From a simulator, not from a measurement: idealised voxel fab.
Process module under the name voxel released beams
We display cut, a cross-section 150 nm in width whose square cells are each 5 nm.
Notation: cross-section as square-cell grid; stated in bands, top first, going down; one or more cell rows per band.
For a band, the entry starts with two heights in nm, that of the top and then that of the bottom, and carries on with the band's materials in order from left to right, each alongside its width in nm; the word "throughout" beside a single material means it fills the band edge to edge, and "empty" means empty space.
For the purposes of this specification, 0 denotes the height below which the wafer in its as-received condition is composed wholly of one material, and the lowermost band, lacking a lower limit, extends downward without end, as expressed in "z 0 and below".
The expression "30..40" gives the width at the extremes of the band, the first number at its top row of cells and the second at its bottom row, with the width changing by equal amounts from each row to the next in between.
"no change occurred" for a step: no cell of the cross-section changed in that step.
"Closed void listing" - sealed voids, min. 8 cells, no opening to top; format: width x height at distance (distance from left edge; nm throughout).
Where a step's line continues beyond its settings, the continuation is a remark by the simulator itself on that step.
"overlay nm" denotes, for a step that has a mask, the displacement of the mask to the right of its planned place, with negative values corresponding to the left.
THE PROCESS STEPS THAT WERE PLANNED ARE LISTED BELOW
- 1: RECEIVE with material Si
- 2: CONFORMAL_DEP with material Al2O3, thk nm 10
- 3: DIRECTIONAL_DEP with material SiO2, thk nm 10
- 4: PATTERN with tone open, mask id ANCHOR, material resist, width nm 35, thk nm 15, overlay nm 0
- 5: DIRECTIONAL_ETCH with etch materials SiO2, depth nm 5
- 6: STRIP with etch materials resist
- 7: CONFORMAL_DEP with material polySi, thk nm 10
- 8: MASKED_ETCH with tone cover, mask id BEAM, width nm 80, etch materials polySi, depth nm 10, overlay nm 0
- 9: STRIP with etch materials SiO2
It is noted that the wafers described herein are identical at the outset and are distinguished by the depth nm of step 5; the value stated in the plan corresponds to the first wafer.
THE AS-RECEIVED CROSS-SECTION OF THE FIRST OF SEVERAL WAFERS CORRESPONDS TO THE STATE AFTER STEP 1
* z 0 and below | Si throughout
* Closed void listing: none
TABULATED BELOW, WAFER BY WAFER, ARE THE END-OF-MODULE RESULTS: FOR EACH MATERIAL, THE NUMBER OF CELLS GAINED (+) OR LOST (-) RELATIVE TO THE AS-RECEIVED STATE, FOLLOWED BY THE CLOSED VOIDS
depth nm 5, +60 Al2O3, Closed void listing: none
depth nm 10, +60 Al2O3, +40 polySi, Closed void listing: none
depth nm 15, +60 Al2O3, +40 polySi, Closed void listing: none
depth nm 20, +60 Al2O3, +40 polySi, Closed void listing: none
depth nm 25, +60 Al2O3, +40 polySi, Closed void listing: none
